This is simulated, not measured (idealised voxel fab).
The following process module bears the name voxel self aligned vias.
Shown is cross-section cut, with a width of 270 nm and square cells of size 5 nm.
A cross-section in this document is a grid of square cells, and it is written down as bands, the top band listed before the ones below it; a band is made up of one or more rows of cells. Each band's line starts with the height of the band's top and of its bottom, in nm. Then come its materials from left to right, each with its width in nm. One material with "everywhere" fills the band from edge to edge. "air" is empty space. Heights from 0 (as-received wafer is one material below). Bottom band endless downward, as "z 0 and below". The two numbers in a width such as "30->40" mark its ends across the band: the first belongs to the top row of cells, the second to the bottom row, and from each row to the next the width moves by the same amount. For the purposes of this document, the phrase "nothing changed" attached to a step denotes that no cell within the cross-section was modified by that step. Unvented internal voids: empty space of 8 cells or more with no open way to the top, each as width x height at its distance from the left edge, in nm. Formally, on a step line, whatever follows the settings is a remark that the simulator itself makes on the step. Among the settings permitted on a step's line is "overlay nm"; applied to a step with a mask, it specifies the extent to which the mask lay to the right of its planned position, whereas a negative figure signifies a position to the left.

## The planned process steps are enumerated hereunder
| 1 | RECEIVE (material Si) |
| 2 | CONFORMAL_DEP (material SiO2; thk nm 15) |
| 3 | CONFORMAL_DEP (material SiCN; thk nm 5) |
| 4 | DIRECTIONAL_DEP (material SiO2; thk nm 30) |
| 5 | PATTERN (tone open; mask id LINES; material resist; width nm 25; pitch nm 50; thk nm 15; overlay nm 0) |
| 6 | DIRECTIONAL_ETCH (etch materials SiO2; depth nm 30) |
| 7 | STRIP (etch materials resist) |
| 8 | CONFORMAL_DEP (material TiN; thk nm 5) |
| 9 | FILL_DEP (material Ru; thk nm 10) |
| 10 | CMP (height nm 50) |
| 11 | SELECTIVE_ETCH (etch materials W Ru TiN; depth nm 5) |
| 12 | FILL_DEP (material SiN; thk nm 5) |
| 13 | CMP (height nm 50) |
| 14 | DIRECTIONAL_DEP (material SiO2; thk nm 20) |
| 15 | MASKED_ETCH (tone open; mask id VIAS; width nm 35; pitch nm 100; etch materials SiO2; depth nm 20; overlay nm 0) |
| 16 | MASKED_ETCH (tone open; mask id VIAS; width nm 35; pitch nm 100; etch materials SiN; depth nm 5; overlay nm 0) |
| 17 | CONFORMAL_DEP (material TiN; thk nm 5) |
| 18 | FILL_DEP (material Cu; thk nm 5) |
| 19 | CMP (height nm 70) |
| 20 | CONFORMAL_DEP (material SiN; thk nm 5) |

## Below: the first of two wafers, run as planned

## Cross-section, incoming material, after step 1
* z 0 and below = Si everywhere
* Unvented internal voids: none

## Step 2 done - wafer cross-section
* z 15 to 0 = SiO2 everywhere
* Below a height of 0, the structure has not been altered.

## Step 3 done - wafer cross-section
* z 20 to 15 = SiCN everywhere
* Below a height of 15, the structure has not been altered.

## Step 4 done - wafer cross-section
* z 50 to 20 = SiO2 everywhere
* Below a height of 20, the structure has not been altered.

## Step 5 done - wafer cross-section
* z 65 to 50 = 70 of resist; 25 of air; 25 of resist; 25 of air; 25 of resist; 25 of air; 75 of resist
* Below a height of 50, the structure has not been altered.

## Step 6 done - wafer cross-section
* z 65 to 50 = 70 of resist; 25 of air; 25 of resist; 25 of air; 25 of resist; 25 of air; 75 of resist
* z 50 to 20 = 70 of SiO2; 25 of air; 25 of SiO2; 25 of air; 25 of SiO2; 25 of air; 75 of SiO2
* Below a height of 20, the structure has not been altered.

## Step 7 done - wafer cross-section
* z 50 to 20 = 70 of SiO2; 25 of air; 25 of SiO2; 25 of air; 25 of SiO2; 25 of air; 75 of SiO2
* Below a height of 20, the structure has not been altered.

## Step 8 done - wafer cross-section
* z 55 to 50 = 75 of TiN; 15 of air; 35 of TiN; 15 of air; 35 of TiN; 15 of air; 80 of TiN
* z 50 to 25 = 70 of SiO2; 5 of TiN; 15 of air; 5 of TiN; 25 of SiO2; 5 of TiN; 15 of air; 5 of TiN; 25 of SiO2; 5 of TiN; 15 of air; 5 of TiN; 75 of SiO2
* z 25 to 20 = 70 of SiO2; 25 of TiN; 25 of SiO2; 25 of TiN; 25 of SiO2; 25 of TiN; 75 of SiO2
* Below a height of 20, the structure has not been altered.

## Step 9 done - wafer cross-section
* z 65 to 55 = Ru everywhere
* z 55 to 50 = 75 of TiN; 15 of Ru; 35 of TiN; 15 of Ru; 35 of TiN; 15 of Ru; 80 of TiN
* z 50 to 25 = 70 of SiO2; 5 of TiN; 15 of Ru; 5 of TiN; 25 of SiO2; 5 of TiN; 15 of Ru; 5 of TiN; 25 of SiO2; 5 of TiN; 15 of Ru; 5 of TiN; 75 of SiO2
* Below a height of 25, the structure has not been altered.

## Step 10 done - wafer cross-section
* z 50 to 25 = 70 of SiO2; 5 of TiN; 15 of Ru; 5 of TiN; 25 of SiO2; 5 of TiN; 15 of Ru; 5 of TiN; 25 of SiO2; 5 of TiN; 15 of Ru; 5 of TiN; 75 of SiO2
* Below a height of 25, the structure has not been altered.

## Step 11 done - wafer cross-section
* z 50 to 45 = 70 of SiO2; 25 of air; 25 of SiO2; 25 of air; 25 of SiO2; 25 of air; 75 of SiO2
* Below a height of 45, the structure has not been altered.

## Step 12 done - wafer cross-section
* z 55 to 50 = SiN everywhere
* z 50 to 45 = 70 of SiO2; 25 of SiN; 25 of SiO2; 25 of SiN; 25 of SiO2; 25 of SiN; 75 of SiO2
* Below a height of 45, the structure has not been altered.

## Step 13 done - wafer cross-section
* z 50 to 45 = 70 of SiO2; 25 of SiN; 25 of SiO2; 25 of SiN; 25 of SiO2; 25 of SiN; 75 of SiO2
* Below a height of 45, the structure has not been altered.

## Step 14 done - wafer cross-section
* z 70 to 50 = SiO2 everywhere
* Below a height of 50, the structure has not been altered.

## Step 15 done - wafer cross-section
* z 70 to 50 = 65 of SiO2; 35 of air; 65 of SiO2; 35 of air; 70 of SiO2
* Below a height of 50, the structure has not been altered.

## Step 16 done - wafer cross-section
* z 70 to 50 = 65 of SiO2; 35 of air; 65 of SiO2; 35 of air; 70 of SiO2
* z 50 to 45 = 70 of SiO2; 25 of air; 25 of SiO2; 25 of SiN; 25 of SiO2; 25 of air; 75 of SiO2
* Below a height of 45, the structure has not been altered.

## Step 17 done - wafer cross-section
* z 75 to 70 = 70 of TiN; 25 of air; 75 of TiN; 25 of air; 75 of TiN
* z 70 to 55 = 65 of SiO2; 5 of TiN; 25 of air; 5 of TiN; 65 of SiO2; 5 of TiN; 25 of air; 5 of TiN; 70 of SiO2
* z 55 to 50 = 65 of SiO2; 10 of TiN; 15 of air; 10 of TiN; 65 of SiO2; 10 of TiN; 15 of air; 10 of TiN; 70 of SiO2
* z 50 to 45 = 70 of SiO2; 25 of TiN; 25 of SiO2; 25 of SiN; 25 of SiO2; 25 of TiN; 75 of SiO2
* Below a height of 45, the structure has not been altered.

## Step 18 done - wafer cross-section
* z 80 to 75 = Cu everywhere
* z 75 to 70 = 70 of TiN; 25 of Cu; 75 of TiN; 25 of Cu; 75 of TiN
* z 70 to 55 = 65 of SiO2; 5 of TiN; 25 of Cu; 5 of TiN; 65 of SiO2; 5 of TiN; 25 of Cu; 5 of TiN; 70 of SiO2
* z 55 to 50 = 65 of SiO2; 10 of TiN; 15 of Cu; 10 of TiN; 65 of SiO2; 10 of TiN; 15 of Cu; 10 of TiN; 70 of SiO2
* Below a height of 50, the structure has not been altered.

## Step 19 done - wafer cross-section
* z 70 to 55 = 65 of SiO2; 5 of TiN; 25 of Cu; 5 of TiN; 65 of SiO2; 5 of TiN; 25 of Cu; 5 of TiN; 70 of SiO2
* Below a height of 55, the structure has not been altered.

## Step 20 done - wafer cross-section
* z 75 to 70 = SiN everywhere
* Below a height of 70, the structure has not been altered.

## Wafer two of the pair: same origin, same plan, one error during the run; identical to wafer one up to and including step 14

## Cross-sectional representation of the second wafer at the time designated in the plan for the completion of step 15
* z 70 to 50 = 75 of SiO2; 35 of air; 65 of SiO2; 35 of air; 60 of SiO2
* Below a height of 50, the structure has not been altered.

## Cross-sectional representation of the second wafer at the time designated in the plan for the completion of step 16
* z 70 to 50 = 75 of SiO2; 35 of air; 65 of SiO2; 35 of air; 60 of SiO2
* z 50 to 45 = 70 of SiO2; 5 of SiN; 20 of air; 25 of SiO2; 25 of SiN; 25 of SiO2; 5 of SiN; 20 of air; 75 of SiO2
* Below a height of 45, the structure has not been altered.

## Cross-sectional representation of the second wafer at the time designated in the plan for the completion of step 17
* z 75 to 70 = 80 of TiN; 25 of air; 75 of TiN; 25 of air; 65 of TiN
* z 70 to 55 = 75 of SiO2; 5 of TiN; 25 of air; 5 of TiN; 65 of SiO2; 5 of TiN; 25 of air; 5 of TiN; 60 of SiO2
* z 55 to 50 = 75 of SiO2; 5 of TiN; 10 of air; 20 of TiN; 65 of SiO2; 5 of TiN; 10 of air; 20 of TiN; 60 of SiO2
* z 50 to 45 = 70 of SiO2; 5 of SiN; 20 of TiN; 25 of SiO2; 25 of SiN; 25 of SiO2; 5 of SiN; 20 of TiN; 75 of SiO2
* Below a height of 45, the structure has not been altered.

## Cross-sectional representation of the second wafer at the time designated in the plan for the completion of step 18
* z 80 to 75 = Cu everywhere
* z 75 to 70 = 80 of TiN; 25 of Cu; 75 of TiN; 25 of Cu; 65 of TiN
* z 70 to 55 = 75 of SiO2; 5 of TiN; 25 of Cu; 5 of TiN; 65 of SiO2; 5 of TiN; 25 of Cu; 5 of TiN; 60 of SiO2
* z 55 to 50 = 75 of SiO2; 5 of TiN; 10 of Cu; 20 of TiN; 65 of SiO2; 5 of TiN; 10 of Cu; 20 of TiN; 60 of SiO2
* Below a height of 50, the structure has not been altered.

## Cross-sectional representation of the second wafer at the time designated in the plan for the completion of step 19
* z 70 to 55 = 75 of SiO2; 5 of TiN; 25 of Cu; 5 of TiN; 65 of SiO2; 5 of TiN; 25 of Cu; 5 of TiN; 60 of SiO2
* Below a height of 55, the structure has not been altered.

## Cross-sectional representation of the second wafer at the time designated in the plan for the completion of step 20
* z 75 to 70 = SiN everywhere
* Below a height of 70, the structure has not been altered.
Which mistake was made when the wafer was run? step 15 was processed under conditions differing from the plan, specifically as MASKED_ETCH (tone open; mask id VIAS; width nm 35; pitch nm 100; etch materials SiO2; depth nm 20; overlay nm 10)
Materials where the second wafer ends with more or fewer cells than the first: -2 Cu | +2 SiN
